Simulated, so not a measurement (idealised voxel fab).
Process module name: voxel fin reveal
Square cell edge 5 nm, section width 210 nm, ID cut.
A cross-section is a grid of square cells, given in bands from the top down. A band is one or more rows of cells. Each band's line starts with the height of the band's top and of its bottom, in nm. Then come its materials from left to right, each with its width in nm. One material with "everywhere" fills the band from edge to edge. "blank" is empty space. We count height from 0. Below that, the starting wafer is all one material. The lowest band never ends at the bottom but goes on down; see "0 nm and below" for how that is written. The width entry "30 to 40" should be interpreted row by row: the top row of cells in the band takes the first number, the bottom row takes the second number, and the change between adjacent rows is uniform throughout. Where the words "same as before" appear for a step, the cross-section shows no cell changed by that step; every cell remained as before. Empty spaces counting at least 8 cells and having no open way to the top are listed in "Closed void table". The notation width x height at distance is used for each, the distance being from the left edge and all three values in nm. On each step's line, the part that comes after the settings is the simulator's own comment on the step. Each step line may optionally specify "overlay nm", which for a step with a mask gives the rightward distance between the mask's planned place and where it lay, a negative value indicating the leftward direction.
Process steps foreseen in the plan:
| 1 | RECEIVE [material Si] |
| 2 | CONFORMAL_DEP [material SiN] [thk nm 5] |
| 3 | PATTERN [tone cover] [mask id FINS] [material resist] [width nm 15] [pitch nm 40] [thk nm 20] [overlay nm 0] |
| 4 | DIRECTIONAL_ETCH [etch materials SiN] [depth nm 5] |
| 5 | DIRECTIONAL_ETCH [etch materials Si] [depth nm 35] |
| 6 | STRIP [etch materials resist] |
| 7 | FILL_DEP [material SiO2] [thk nm 5] |
| 8 | CMP [height nm 5] |
| 9 | SELECTIVE_ETCH [etch materials SiO2] [depth nm 30] |
| 10 | STRIP [etch materials SiN] |
| 11 | CONFORMAL_DEP [material HfO2] [thk nm 5] |
Of two wafers, the first: run according to plan:
Incoming wafer, cross-sectional view, post step 1:
	0 nm and below = Si everywhere
	Closed void table: none
Presented here is a cross-section of the wafer after step 2 has been performed:
	5 nm to 0 nm = SiN everywhere
	Anything lower than 0 is untouched.
Presented here is a cross-section of the wafer after step 3 has been performed:
	25 nm to 5 nm = blank: 35; resist: 15; blank: 25; resist: 15; blank: 25; resist: 15; blank: 25; resist: 15; blank: 40
	Anything lower than 5 is untouched.
Presented here is a cross-section of the wafer after step 4 has been performed:
	25 nm to 5 nm = blank: 35; resist: 15; blank: 25; resist: 15; blank: 25; resist: 15; blank: 25; resist: 15; blank: 40
	5 nm to 0 nm = blank: 35; SiN: 15; blank: 25; SiN: 15; blank: 25; SiN: 15; blank: 25; SiN: 15; blank: 40
	Anything lower than 0 is untouched.
Presented here is a cross-section of the wafer after step 5 has been performed:
	25 nm to 5 nm = blank: 35; resist: 15; blank: 25; resist: 15; blank: 25; resist: 15; blank: 25; resist: 15; blank: 40
	5 nm to 0 nm = blank: 35; SiN: 15; blank: 25; SiN: 15; blank: 25; SiN: 15; blank: 25; SiN: 15; blank: 40
	0 nm to -35 nm = blank: 35; Si: 15; blank: 25; Si: 15; blank: 25; Si: 15; blank: 25; Si: 15; blank: 40
	Anything lower than -35 is untouched.
Presented here is a cross-section of the wafer after step 6 has been performed:
	5 nm to 0 nm = blank: 35; SiN: 15; blank: 25; SiN: 15; blank: 25; SiN: 15; blank: 25; SiN: 15; blank: 40
	Anything lower than 0 is untouched.
Presented here is a cross-section of the wafer after step 7 has been performed:
	10 nm to 5 nm = SiO2 everywhere
	5 nm to 0 nm = SiO2: 35; SiN: 15; SiO2: 25; SiN: 15; SiO2: 25; SiN: 15; SiO2: 25; SiN: 15; SiO2: 40
	0 nm to -35 nm = SiO2: 35; Si: 15; SiO2: 25; Si: 15; SiO2: 25; Si: 15; SiO2: 25; Si: 15; SiO2: 40
	Anything lower than -35 is untouched.
Presented here is a cross-section of the wafer after step 8 has been performed:
	5 nm to 0 nm = SiO2: 35; SiN: 15; SiO2: 25; SiN: 15; SiO2: 25; SiN: 15; SiO2: 25; SiN: 15; SiO2: 40
	Anything lower than 0 is untouched.
Presented here is a cross-section of the wafer after step 9 has been performed:
	5 nm to 0 nm = blank: 35; SiN: 15; blank: 25; SiN: 15; blank: 25; SiN: 15; blank: 25; SiN: 15; blank: 40
	0 nm to -25 nm = blank: 35; Si: 15; blank: 25; Si: 15; blank: 25; Si: 15; blank: 25; Si: 15; blank: 40
	Anything lower than -25 is untouched.
Presented here is a cross-section of the wafer after step 10 has been performed:
	0 nm to -25 nm = blank: 35; Si: 15; blank: 25; Si: 15; blank: 25; Si: 15; blank: 25; Si: 15; blank: 40
	Anything lower than -25 is untouched.
Presented here is a cross-section of the wafer after step 11 has been performed:
	5 nm to 0 nm = blank: 30; HfO2: 25; blank: 15; HfO2: 25; blank: 15; HfO2: 25; blank: 15; HfO2: 25; blank: 35
	0 nm to -20 nm = blank: 30; HfO2: 5; Si: 15; HfO2: 5; blank: 15; HfO2: 5; Si: 15; HfO2: 5; blank: 15; HfO2: 5; Si: 15; HfO2: 5; blank: 15; HfO2: 5; Si: 15; HfO2: 5; blank: 35
	-20 nm to -25 nm = HfO2: 35; Si: 15; HfO2: 25; Si: 15; HfO2: 25; Si: 15; HfO2: 25; Si: 15; HfO2: 40
	Anything lower than -25 is untouched.
Second wafer. Start and plan as for the first. One mistake made in running. Agrees with the first up to and including step 10:
Cross-section, second wafer, at the end time the plan gives for step 11: same as before
Want to know what went wrong? plan step 11 was not performed, having been skipped
The closing comparison, in cells, has the second wafer with more or fewer of some materials than the first: -82 HfO2
